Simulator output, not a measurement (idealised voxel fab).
Name of the process module below: voxel self aligned vias
In the cross-section labelled cut, the width is 215 nm and each square cell is 5 nm.
Bands, listed from the top down, are how a cross-section gets written in this document; the cross-section itself is a grid of square cells, and a band is one or more rows of them.
First you get the band's top height and its bottom height, in nm, and then the materials it's made of, left to right, with each width in nm. If you see a single material with "full width", that one covers the band edge to edge. "blank" is empty space.
Counting heights begins at 0, where everything beneath is, in the wafer as received, one material. The lowest band has no bottom; it goes on downwards, as "0 and below" shows.
When a width is written as two numbers, as in "30..40", the first number is the width in the top row of cells of the band and the second is the width in its bottom row, and the width changes by the same amount from each row to the next.
Where a step carries "no alteration", the cross-section came out of it unchanged, cell for cell.
Entry "Enclosed cavity list" = empty spaces >= 8 cells with no open way to the top; each as width x height at distance, distance from left edge, all nm.
Step line, after settings: the simulator's comment on this step.
The optional step-line setting "overlay nm" applies to steps with a mask and quantifies how far to the right of its planned location the mask lay, a negative value indicating leftward placement.

### Process steps (planned)
1,RECEIVE,material Si
2,CONFORMAL_DEP,material SiO2,thk nm 10
3,CONFORMAL_DEP,material SiCN,thk nm 5
4,DIRECTIONAL_DEP,material SiO2,thk nm 20
5,DIRECTIONAL_DEP,material aC,thk nm 15
6,PATTERN,tone open,mask id LINES,material resist,width nm 20,pitch nm 60,thk nm 30,overlay nm 0
7,DIRECTIONAL_ETCH,etch materials aC,depth nm 15
8,STRIP,etch materials resist
9,DIRECTIONAL_ETCH,etch materials SiO2,depth nm 20
10,STRIP,etch materials aC
11,CONFORMAL_DEP,material TiN,thk nm 5
12,FILL_DEP,material W,thk nm 10
13,CMP,height nm 35
14,SELECTIVE_ETCH,etch materials W Ru TiN,depth nm 10
15,FILL_DEP,material SiN,thk nm 10
16,CMP,height nm 35
17,DIRECTIONAL_DEP,material SiO2,thk nm 15
18,DIRECTIONAL_DEP,material aC,thk nm 10
19,PATTERN,tone open,mask id VIAS,material resist,width nm 30,thk nm 30,overlay nm 0
20,DIRECTIONAL_ETCH,etch materials aC,depth nm 10
21,STRIP,etch materials resist
22,DIRECTIONAL_ETCH,etch materials SiO2,depth nm 15
23,DIRECTIONAL_ETCH,etch materials SiN,depth nm 10
24,STRIP,etch materials aC
25,CONFORMAL_DEP,material TiN,thk nm 5
26,FILL_DEP,material W,thk nm 5
27,CMP,height nm 50
28,CONFORMAL_DEP,material SiN,thk nm 5

### First of two wafers: run as planned

### As-received state of the wafer in cross-section, equivalent to post-step 1
  0 and below = Si full width
  Enclosed cavity list: none

### Wafer xsec, post step 2
  10 down to 0 = SiO2 full width
  Whatever lies below 0 is exactly as it was before.

### Wafer xsec, post step 3
  15 down to 10 = SiCN full width
  Whatever lies below 10 is exactly as it was before.

### Wafer xsec, post step 4
  35 down to 15 = SiO2 full width
  Whatever lies below 15 is exactly as it was before.

### Wafer xsec, post step 5
  50 down to 35 = aC full width
  Whatever lies below 35 is exactly as it was before.

### Wafer xsec, post step 6
  80 down to 50 = resist=65; blank=20; resist=40; blank=20; resist=70
  Whatever lies below 50 is exactly as it was before.

### Wafer xsec, post step 7
  65 down to 50 = resist=65; blank=20; resist=40; blank=20; resist=70
  50 down to 35 = aC=65; blank=20; aC=40; blank=20; aC=70
  Whatever lies below 35 is exactly as it was before.

### Wafer xsec, post step 8
  50 down to 35 = aC=65; blank=20; aC=40; blank=20; aC=70
  Whatever lies below 35 is exactly as it was before.

### Wafer xsec, post step 9
  50 down to 35 = aC=65; blank=20; aC=40; blank=20; aC=70
  35 down to 15 = SiO2=65; blank=20; SiO2=40; blank=20; SiO2=70
  Whatever lies below 15 is exactly as it was before.

### Wafer xsec, post step 10
  35 down to 15 = SiO2=65; blank=20; SiO2=40; blank=20; SiO2=70
  Whatever lies below 15 is exactly as it was before.

### Wafer xsec, post step 11
  40 down to 35 = TiN=70; blank=10; TiN=50; blank=10; TiN=75
  35 down to 20 = SiO2=65; TiN=5; blank=10; TiN=5; SiO2=40; TiN=5; blank=10; TiN=5; SiO2=70
  20 down to 15 = SiO2=65; TiN=20; SiO2=40; TiN=20; SiO2=70
  Whatever lies below 15 is exactly as it was before.

### Wafer xsec, post step 12
  50 down to 40 = W full width
  40 down to 35 = TiN=70; W=10; TiN=50; W=10; TiN=75
  35 down to 20 = SiO2=65; TiN=5; W=10; TiN=5; SiO2=40; TiN=5; W=10; TiN=5; SiO2=70
  Whatever lies below 20 is exactly as it was before.

### Wafer xsec, post step 13
  35 down to 20 = SiO2=65; TiN=5; W=10; TiN=5; SiO2=40; TiN=5; W=10; TiN=5; SiO2=70
  Whatever lies below 20 is exactly as it was before.

### Wafer xsec, post step 14
  35 down to 25 = SiO2=65; blank=20; SiO2=40; blank=20; SiO2=70
  Whatever lies below 25 is exactly as it was before.

### Wafer xsec, post step 15
  45 down to 35 = SiN full width
  35 down to 25 = SiO2=65; SiN=20; SiO2=40; SiN=20; SiO2=70
  Whatever lies below 25 is exactly as it was before.

### Wafer xsec, post step 16
  35 down to 25 = SiO2=65; SiN=20; SiO2=40; SiN=20; SiO2=70
  Whatever lies below 25 is exactly as it was before.

### Wafer xsec, post step 17
  50 down to 35 = SiO2 full width
  Whatever lies below 35 is exactly as it was before.

### Wafer xsec, post step 18
  60 down to 50 = aC full width
  Whatever lies below 50 is exactly as it was before.

### Wafer xsec, post step 19
  90 down to 60 = resist=60; blank=30; resist=125
  Whatever lies below 60 is exactly as it was before.

### Wafer xsec, post step 20
  80 down to 60 = resist=60; blank=30; resist=125
  60 down to 50 = aC=60; blank=30; aC=125
  Whatever lies below 50 is exactly as it was before.

### Wafer xsec, post step 21
  60 down to 50 = aC=60; blank=30; aC=125
  Whatever lies below 50 is exactly as it was before.

### Wafer xsec, post step 22
  60 down to 50 = aC=60; blank=30; aC=125
  50 down to 35 = SiO2=60; blank=30; SiO2=125
  Whatever lies below 35 is exactly as it was before.

### Wafer xsec, post step 23
  60 down to 50 = aC=60; blank=30; aC=125
  50 down to 35 = SiO2=60; blank=30; SiO2=125
  35 down to 25 = SiO2=65; blank=20; SiO2=40; SiN=20; SiO2=70
  Whatever lies below 25 is exactly as it was before.

### Wafer xsec, post step 24
  50 down to 35 = SiO2=60; blank=30; SiO2=125
  Whatever lies below 35 is exactly as it was before.

### Wafer xsec, post step 25
  55 down to 50 = TiN=65; blank=20; TiN=130
  50 down to 40 = SiO2=60; TiN=5; blank=20; TiN=5; SiO2=125
  40 down to 35 = SiO2=60; TiN=10; blank=10; TiN=10; SiO2=125
  35 down to 30 = SiO2=65; TiN=5; blank=10; TiN=5; SiO2=40; SiN=20; SiO2=70
  30 down to 25 = SiO2=65; TiN=20; SiO2=40; SiN=20; SiO2=70
  Whatever lies below 25 is exactly as it was before.

### Wafer xsec, post step 26
  60 down to 55 = W full width
  55 down to 50 = TiN=65; W=20; TiN=130
  50 down to 40 = SiO2=60; TiN=5; W=20; TiN=5; SiO2=125
  40 down to 35 = SiO2=60; TiN=10; W=10; TiN=10; SiO2=125
  35 down to 30 = SiO2=65; TiN=5; W=10; TiN=5; SiO2=40; SiN=20; SiO2=70
  Whatever lies below 30 is exactly as it was before.

### Wafer xsec, post step 27
  50 down to 40 = SiO2=60; TiN=5; W=20; TiN=5; SiO2=125
  Whatever lies below 40 is exactly as it was before.

### Wafer xsec, post step 28
  55 down to 50 = SiN full width
  Whatever lies below 50 is exactly as it was before.

### Second wafer: same start and same plan as the first, one execution error; identical to the first through step 1

Cross-section of the second wafer at the time by which step 2 should have been completed according to the plan: no alteration

### Cross-section of the second wafer at the time by which step 3 should have been completed according to the plan
  5 down to 0 = SiCN full width
  Whatever lies below 0 is exactly as it was before.

### Cross-section of the second wafer at the time by which step 4 should have been completed according to the plan
  25 down to 5 = SiO2 full width
  Whatever lies below 5 is exactly as it was before.

### Cross-section of the second wafer at the time by which step 5 should have been completed according to the plan
  40 down to 25 = aC full width
  Whatever lies below 25 is exactly as it was before.

### Cross-section of the second wafer at the time by which step 6 should have been completed according to the plan
  70 down to 40 = resist=65; blank=20; resist=40; blank=20; resist=70
  Whatever lies below 40 is exactly as it was before.

### Cross-section of the second wafer at the time by which step 7 should have been completed according to the plan
  55 down to 40 = resist=65; blank=20; resist=40; blank=20; resist=70
  40 down to 25 = aC=65; blank=20; aC=40; blank=20; aC=70
  Whatever lies below 25 is exactly as it was before.

### Cross-section of the second wafer at the time by which step 8 should have been completed according to the plan
  40 down to 25 = aC=65; blank=20; aC=40; blank=20; aC=70
  Whatever lies below 25 is exactly as it was before.

### Cross-section of the second wafer at the time by which step 9 should have been completed according to the plan
  40 down to 25 = aC=65; blank=20; aC=40; blank=20; aC=70
  25 down to 5 = SiO2=65; blank=20; SiO2=40; blank=20; SiO2=70
  Whatever lies below 5 is exactly as it was before.

### Cross-section of the second wafer at the time by which step 10 should have been completed according to the plan
  25 down to 5 = SiO2=65; blank=20; SiO2=40; blank=20; SiO2=70
  Whatever lies below 5 is exactly as it was before.

### Cross-section of the second wafer at the time by which step 11 should have been completed according to the plan
  30 down to 25 = TiN=70; blank=10; TiN=50; blank=10; TiN=75
  25 down to 10 = SiO2=65; TiN=5; blank=10; TiN=5; SiO2=40; TiN=5; blank=10; TiN=5; SiO2=70
  10 down to 5 = SiO2=65; TiN=20; SiO2=40; TiN=20; SiO2=70
  Whatever lies below 5 is exactly as it was before.

### Cross-section of the second wafer at the time by which step 12 should have been completed according to the plan
  40 down to 30 = W full width
  30 down to 25 = TiN=70; W=10; TiN=50; W=10; TiN=75
  25 down to 10 = SiO2=65; TiN=5; W=10; TiN=5; SiO2=40; TiN=5; W=10; TiN=5; SiO2=70
  Whatever lies below 10 is exactly as it was before.

### Cross-section of the second wafer at the time by which step 13 should have been completed according to the plan
  35 down to 30 = W full width
  Whatever lies below 30 is exactly as it was before.

### Cross-section of the second wafer at the time by which step 14 should have been completed according to the plan
  25 down to 10 = SiO2=65; TiN=5; W=10; TiN=5; SiO2=40; TiN=5; W=10; TiN=5; SiO2=70
  Whatever lies below 10 is exactly as it was before.

### Cross-section of the second wafer at the time by which step 15 should have been completed according to the plan
  35 down to 25 = SiN full width
  Whatever lies below 25 is exactly as it was before.

Cross-section of the second wafer at the time by which step 16 should have been completed according to the plan: no alteration

### Cross-section of the second wafer at the time by which step 17 should have been completed according to the plan
  50 down to 35 = SiO2 full width
  Whatever lies below 35 is exactly as it was before.

### Cross-section of the second wafer at the time by which step 18 should have been completed according to the plan
  60 down to 50 = aC full width
  Whatever lies below 50 is exactly as it was before.

### Cross-section of the second wafer at the time by which step 19 should have been completed according to the plan
  90 down to 60 = resist=60; blank=30; resist=125
  Whatever lies below 60 is exactly as it was before.

### Cross-section of the second wafer at the time by which step 20 should have been completed according to the plan
  80 down to 60 = resist=60; blank=30; resist=125
  60 down to 50 = aC=60; blank=30; aC=125
  Whatever lies below 50 is exactly as it was before.

### Cross-section of the second wafer at the time by which step 21 should have been completed according to the plan
  60 down to 50 = aC=60; blank=30; aC=125
  Whatever lies below 50 is exactly as it was before.

### Cross-section of the second wafer at the time by which step 22 should have been completed according to the plan
  60 down to 50 = aC=60; blank=30; aC=125
  50 down to 35 = SiO2=60; blank=30; SiO2=125
  Whatever lies below 35 is exactly as it was before.

### Cross-section of the second wafer at the time by which step 23 should have been completed according to the plan
  60 down to 50 = aC=60; blank=30; aC=125
  50 down to 35 = SiO2=60; blank=30; SiO2=125
  35 down to 25 = SiN=60; blank=30; SiN=125
  Whatever lies below 25 is exactly as it was before.

### Cross-section of the second wafer at the time by which step 24 should have been completed according to the plan
  50 down to 35 = SiO2=60; blank=30; SiO2=125
  Whatever lies below 35 is exactly as it was before.

### Cross-section of the second wafer at the time by which step 25 should have been completed according to the plan
  55 down to 50 = TiN=65; blank=20; TiN=130
  50 down to 35 = SiO2=60; TiN=5; blank=20; TiN=5; SiO2=125
  35 down to 30 = SiN=60; TiN=5; blank=20; TiN=5; SiN=125
  30 down to 25 = SiN=60; TiN=30; SiN=125
  Whatever lies below 25 is exactly as it was before.

### Cross-section of the second wafer at the time by which step 26 should have been completed according to the plan
  60 down to 55 = W full width
  55 down to 50 = TiN=65; W=20; TiN=130
  50 down to 35 = SiO2=60; TiN=5; W=20; TiN=5; SiO2=125
  35 down to 30 = SiN=60; TiN=5; W=20; TiN=5; SiN=125
  Whatever lies below 30 is exactly as it was before.

### Cross-section of the second wafer at the time by which step 27 should have been completed according to the plan
  50 down to 35 = SiO2=60; TiN=5; W=20; TiN=5; SiO2=125
  Whatever lies below 35 is exactly as it was before.

### Cross-section of the second wafer at the time by which step 28 should have been completed according to the plan
  55 down to 50 = SiN full width
  Whatever lies below 50 is exactly as it was before.
Run error: step 2 was left out
Final difference in cells, second wafer against first, listed per material as more or fewer: +66 SiN; -86 SiO2; +8 TiN; +12 W
